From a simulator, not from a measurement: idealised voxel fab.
Presented below is a process module, voxel gate over fins.
Displayed cross-section: cut, width of 225 nm, square cells sized 5 nm.
Bands, listed from the top down, are how a cross-section gets written in this document; the cross-section itself is a grid of square cells, and a band is one or more rows of them. Band entry format. Leading values: height of top, height of bottom, nm. Remainder: materials in left-to-right order, each with its width in nm. Special words: "all across" on a single material, which then fills the band edge to edge; "empty", empty space. Convention: height 0 is the level below which the wafer, as received, is all one material. The lowest band does not terminate at the bottom but continues downward, represented as "from 0 down". Width spec "30->40" -> top row of cells at first value, bottom row at second value, equal per-row change in between. Where a step carries "stayed the same", the cross-section came out of it unchanged, cell for cell. Reported under the label "Closed cavity list" are the empty spaces having no open way to the top and comprising 8 cells or more; the notation for each is width x height at distance, in which the distance is measured from the left edge and all three values are in nm. Past the settings on a step's line: simulator remark, on that step. "overlay nm" on a masked step: distance the mask lay right of its planned place, negative for left.
## Listed below are the process steps as planned
- 1: RECEIVE with material Si
- 2: CONFORMAL_DEP with material SiN, thk nm 5
- 3: PATTERN with tone cover, mask id FINS, material resist, width nm 15, pitch nm 35, thk nm 15, overlay nm 0
- 4: DIRECTIONAL_ETCH with etch materials SiN, depth nm 5
- 5: DIRECTIONAL_ETCH with etch materials Si, depth nm 40
- 6: STRIP with etch materials resist
- 7: OXIDIZE with depth nm 5
- 8: FILL_DEP with material SiO2, thk nm 15
- 9: CMP with height nm 5
- 10: SELECTIVE_ETCH with etch materials SiO2, depth nm 20
- 11: STRIP with etch materials SiN
- 12: CONFORMAL_DEP with material HfO2, thk nm 5
- 13: CONFORMAL_DEP with material TiN, thk nm 5
- 14: FILL_DEP with material W, thk nm 15
- 15: CMP with height nm 20
- 16: CONFORMAL_DEP with material SiCN, thk nm 5
## Step 1 complete: cross-section of the wafer as received
	from 0 down = Si all across
	Closed cavity list: none
## First of two wafers at the end of the module, shown in cross-section; run carried out as planned
	from 25 to 20 = SiCN all across
	from 20 to 10 = W all across
	from 10 to 5 = 65 nm W, 25 nm TiN, 10 nm W, 25 nm TiN, 10 nm W, 25 nm TiN, 65 nm W
	from 5 to 0 = 65 nm W, 5 nm TiN, 15 nm HfO2, 5 nm TiN, 10 nm W, 5 nm TiN, 15 nm HfO2, 5 nm TiN, 10 nm W, 5 nm TiN, 15 nm HfO2, 5 nm TiN, 65 nm W
	from 0 to -5 = 65 nm W, 5 nm TiN, 5 nm HfO2, 5 nm Si, 5 nm HfO2, 5 nm TiN, 10 nm W, 5 nm TiN, 5 nm HfO2, 5 nm Si, 5 nm HfO2, 5 nm TiN, 10 nm W, 5 nm TiN, 5 nm HfO2, 5 nm Si, 5 nm HfO2, 5 nm TiN, 65 nm W
	from -5 to -10 = 70 nm TiN, 5 nm HfO2, 5 nm Si, 5 nm HfO2, 20 nm TiN, 5 nm HfO2, 5 nm Si, 5 nm HfO2, 20 nm TiN, 5 nm HfO2, 5 nm Si, 5 nm HfO2, 70 nm TiN
	from -10 to -15 = 75 nm HfO2, 5 nm Si, 30 nm HfO2, 5 nm Si, 30 nm HfO2, 5 nm Si, 75 nm HfO2
	from -15 to -45 = 75 nm SiO2, 5 nm Si, 30 nm SiO2, 5 nm Si, 30 nm SiO2, 5 nm Si, 75 nm SiO2
	from -45 down = Si all across
	Closed cavity list: none
## Wafer two, end of module, cross-section. Same start, same plan as wafer one. One mistake in the run
	from 25 to 20 = SiCN all across
	from 20 to 10 = W all across
	from 10 to 0 = 65 nm W, 25 nm HfO2, 10 nm W, 25 nm HfO2, 10 nm W, 25 nm HfO2, 65 nm W
	from 0 to -5 = 65 nm W, 10 nm HfO2, 5 nm Si, 10 nm HfO2, 10 nm W, 10 nm HfO2, 5 nm Si, 10 nm HfO2, 10 nm W, 10 nm HfO2, 5 nm Si, 10 nm HfO2, 65 nm W
	from -5 to -15 = 75 nm HfO2, 5 nm Si, 30 nm HfO2, 5 nm Si, 30 nm HfO2, 5 nm Si, 75 nm HfO2
	from -15 to -45 = 75 nm SiO2, 5 nm Si, 30 nm SiO2, 5 nm Si, 30 nm SiO2, 5 nm Si, 75 nm SiO2
	from -45 down = Si all across
	Closed cavity list: none
The plan and the run diverged here: step 13 was not run as planned; what actually ran was CONFORMAL_DEP with material HfO2, thk nm 5
At the finish, the second wafer shows more or fewer cells for some materials than the first does: 63 more of HfO2; 63 fewer of TiN
